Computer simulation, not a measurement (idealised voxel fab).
process module | voxel ribs on slabs
cross-section cut | 145 nm wide | cells 5 nm
A cross-section is a grid of square cells, given in bands from the top down. A band is one or more rows of cells.
Each band's line starts with the height of the band's top and of its bottom, in nm. Then come its materials from left to right, each with its width in nm. One material with "throughout" fills the band from edge to edge. "air" is empty space.
Height 0 is the level under which the wafer as received is all one material. The lowest band goes on downwards, as in "0 down".
A width such as "30 to 40" changes by the same amount from each row of cells to the next, from the band's top row to its bottom row.
"no change" after a step means that no cell of the cross-section changed.
closed voids: empty space of 8 cells or more with no open way to the top, each as width x height at its distance from the left edge, in nm
after a step's settings: what the simulator itself notes on the step
overlay nm, on a step with a mask: how far to the right of its planned place the mask lay; to the left if negative
plan
1 op RECEIVE | material Si
2 op DIRECTIONAL_DEP | material SiO2 | thk nm 25
3 op DIRECTIONAL_DEP | material polySi | thk nm 15
4 op DIRECTIONAL_DEP | material aC | thk nm 10
5 op PATTERN | tone cover | mask id RIB | material resist | width nm 15 | thk nm 30 | overlay nm 0
6 op DIRECTIONAL_ETCH | etch materials aC | depth nm 10
7 op STRIP | etch materials resist
8 op DIRECTIONAL_ETCH | etch materials polySi | depth nm 10
9 op STRIP | etch materials aC
10 op MASKED_ETCH | tone cover | mask id SLAB | width nm 55 | etch materials polySi | depth nm 5 | overlay nm 0
11 op FILL_DEP | material SiO2 | thk nm 25
12 op CMP | height nm 55
13 op DIRECTIONAL_DEP | material TiN | thk nm 10
14 op PATTERN | tone cover | mask id HEATER | material resist | width nm 25 | thk nm 20 | overlay nm -15
15 op DIRECTIONAL_ETCH | etch materials TiN | depth nm 10
16 op STRIP | etch materials resist
17 op CONFORMAL_DEP | material SiO2 | thk nm 5
varied across the wafers: overlay nm of step 14. The plan shows the first wafer's value. All wafers start alike
first wafer as received, after step 1
  0 down: Si throughout
  closed voids: none
first wafer at the end, after step 17
  70 to 65: air 40 | SiO2 35 | air 70
  65 to 60: air 40 | SiO2 5 | TiN 25 | SiO2 5 | air 70
  60 to 55: SiO2 45 | TiN 25 | SiO2 75
  55 to 40: SiO2 throughout
  40 to 30: SiO2 65 | polySi 15 | SiO2 65
  30 to 25: SiO2 45 | polySi 55 | SiO2 45
  25 to 0: SiO2 throughout
  0 down: Si throughout
  closed voids: none
last wafer at the end
  70 to 65: air 70 | SiO2 35 | air 40
  65 to 60: air 70 | SiO2 5 | TiN 25 | SiO2 5 | air 40
  60 to 55: SiO2 75 | TiN 25 | SiO2 45
  55 to 40: SiO2 throughout
  40 to 30: SiO2 65 | polySi 15 | SiO2 65
  30 to 25: SiO2 45 | polySi 55 | SiO2 45
  25 to 0: SiO2 throughout
  0 down: Si throughout
  closed voids: none
each wafer at the end: cells of each material gained (+) or lost (-) since it was received, then its closed voids
overlay nm -15 | +335 SiO2 | +10 TiN | +17 polySi | closed voids: none
overlay nm -10 | +335 SiO2 | +10 TiN | +17 polySi | closed voids: none
overlay nm -5 | +335 SiO2 | +10 TiN | +17 polySi | closed voids: none
overlay nm 0 | +335 SiO2 | +10 TiN | +17 polySi | closed voids: none
overlay nm 5 | +335 SiO2 | +10 TiN | +17 polySi | closed voids: none
overlay nm 10 | +335 SiO2 | +10 TiN | +17 polySi | closed voids: none
overlay nm 15 | +335 SiO2 | +10 TiN | +17 polySi | closed voids: none
